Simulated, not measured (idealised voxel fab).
process module | voxel released beams
cross-section cut | 210 nm wide | cells 5 nm
A cross-section is a grid of square cells, given in bands from the top down. A band is one or more rows of cells.
Each band's line starts with the height of the band's top and of its bottom, in nm. Then come its materials from left to right, each with its width in nm. One material with "throughout" fills the band from edge to edge. "air" is empty space.
Height 0 is the level under which the wafer as received is all one material. The lowest band goes on downwards, as in "0 down".
A width such as "30 to 40" changes by the same amount from each row of cells to the next, from the band's top row to its bottom row.
"no change" after a step means that no cell of the cross-section changed.
closed voids: empty space of 8 cells or more with no open way to the top, each as width x height at its distance from the left edge, in nm
after a step's settings: what the simulator itself notes on the step
overlay nm, on a step with a mask: how far to the right of its planned place the mask lay; to the left if negative
plan
1 op RECEIVE | material Si
2 op CONFORMAL_DEP | material SiN | thk nm 10
3 op DIRECTIONAL_DEP | material SiO2 | thk nm 10
4 op PATTERN | tone open | mask id ANCHOR | material resist | width nm 45 | thk nm 20 | overlay nm 0
5 op DIRECTIONAL_ETCH | etch materials SiO2 | depth nm 5
6 op STRIP | etch materials resist
7 op CONFORMAL_DEP | material W | thk nm 15
8 op PATTERN | tone cover | mask id BEAM | material resist | width nm 115 | thk nm 15 | overlay nm 0
9 op DIRECTIONAL_ETCH | etch materials W | depth nm 15
10 op STRIP | etch materials resist
11 op STRIP | etch materials SiO2
varied across the wafers: depth nm of step 5. The plan shows the first wafer's value. All wafers start alike
first wafer as received, after step 1
  0 down: Si throughout
  closed voids: none
first wafer at the end, after step 11
  10 to 0: SiN throughout
  0 down: Si throughout
  closed voids: none
last wafer at the end
  35 to 25: air 45 | W 20 | air 15 | W 80 | air 50
  25 to 20: air 45 | W 115 | air 50
  20 to 10: air 50 | W 45 | air 115
  10 to 0: SiN throughout
  0 down: Si throughout
  closed voids: none
each wafer at the end: cells of each material gained (+) or lost (-) since it was received, then its closed voids
depth nm 5 | +84 SiN | closed voids: none
depth nm 10 | +84 SiN | +81 W | closed voids: none
depth nm 15 | +84 SiN | +81 W | closed voids: none
depth nm 20 | +84 SiN | +81 W | closed voids: none
depth nm 25 | +84 SiN | +81 W | closed voids: none
